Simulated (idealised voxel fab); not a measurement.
The document below concerns the process module designated voxel ribs on slabs.
Each square cell in cross-section cut measures 5 nm, and the section as a whole is 215 nm wide.
Reading order for cross-sections: top band down to bottom band. Underlying form: a grid of square cells. Band size: one or more rows of cells. Band: top and bottom heights (nm) first, top before bottom; then materials from left to right, widths in nm. "edge to edge" marks a sole material filling the band edge to edge. "blank" denotes empty space. It should be noted that heights are counted from 0, beneath which the wafer as supplied is of one material throughout, and that the lowest band possesses no lower boundary but continues downward, as written in "0 nm and below". So if you see something like "30->40" for the width, read it as the top row of the band sitting at the first number and the bottom row at the second, with every row in between moving by the same amount as the last. For the purposes of this document, the phrase "remains unaltered" attached to a step denotes that no cell within the cross-section was modified by that step. "Non-vented voids" means: voids of 8 cells or more that are shut off from the top with no open way through. Written width x height at distance, distance from the left edge, in nm. Note: text after step settings on the step line = simulator remark on that step. For masked steps, "overlay nm" on the step line gives how far right of plan the mask actually lay; a minus sign means it lay to the left.

Process steps foreseen in the plan:
1) RECEIVE with material Si
2) DIRECTIONAL_DEP with material SiO2, thk nm 20
3) DIRECTIONAL_DEP with material SiN, thk nm 25
4) MASKED_ETCH with tone cover, mask id RIB, width nm 20, etch materials SiN, depth nm 10, overlay nm 0
5) MASKED_ETCH with tone cover, mask id SLAB, width nm 70, etch materials SiN, depth nm 15, overlay nm 0
6) FILL_DEP with material SiO2, thk nm 20
7) CMP with height nm 55
8) DIRECTIONAL_DEP with material W, thk nm 5
9) MASKED_ETCH with tone cover, mask id HEATER, width nm 40, etch materials W, depth nm 5, overlay nm 0
10) CONFORMAL_DEP with material SiO2, thk nm 5
Among the wafers covered here, the point of difference is the width nm at step 4; their starting state is shared, and the plan presents the value of the first wafer.

Cross-section of the first incoming wafer of several, state after step 1:
	0 nm and below = Si edge to edge
	Non-vented voids: none

Module end state after final step 10: cross-section of the first of several wafers:
	65 nm to 60 nm = 80 nm blank; 50 nm SiO2; 85 nm blank
	60 nm to 55 nm = 85 nm SiO2; 40 nm W; 90 nm SiO2
	55 nm to 45 nm = SiO2 edge to edge
	45 nm to 35 nm = 95 nm SiO2; 20 nm SiN; 100 nm SiO2
	35 nm to 20 nm = 70 nm SiO2; 70 nm SiN; 75 nm SiO2
	20 nm to 0 nm = SiO2 edge to edge
	0 nm and below = Si edge to edge
	Non-vented voids: none

Cross-sectional view of the final wafer of several at the module's end:
	65 nm to 60 nm = 80 nm blank; 50 nm SiO2; 85 nm blank
	60 nm to 55 nm = 85 nm SiO2; 40 nm W; 90 nm SiO2
	55 nm to 45 nm = SiO2 edge to edge
	45 nm to 35 nm = 85 nm SiO2; 45 nm SiN; 85 nm SiO2
	35 nm to 20 nm = 70 nm SiO2; 70 nm SiN; 75 nm SiO2
	20 nm to 0 nm = SiO2 edge to edge
	0 nm and below = Si edge to edge
	Non-vented voids: none

Per wafer (row), end of module: delta in cells per material since receipt, (+) for gained, (-) for lost; closed voids after that:
width nm 20 | +50 SiN | +468 SiO2 | +8 W | Non-vented voids: none
width nm 25 | +52 SiN | +466 SiO2 | +8 W | Non-vented voids: none
width nm 30 | +54 SiN | +464 SiO2 | +8 W | Non-vented voids: none
width nm 35 | +56 SiN | +462 SiO2 | +8 W | Non-vented voids: none
width nm 40 | +58 SiN | +460 SiO2 | +8 W | Non-vented voids: none
width nm 45 | +60 SiN | +458 SiO2 | +8 W | Non-vented voids: none
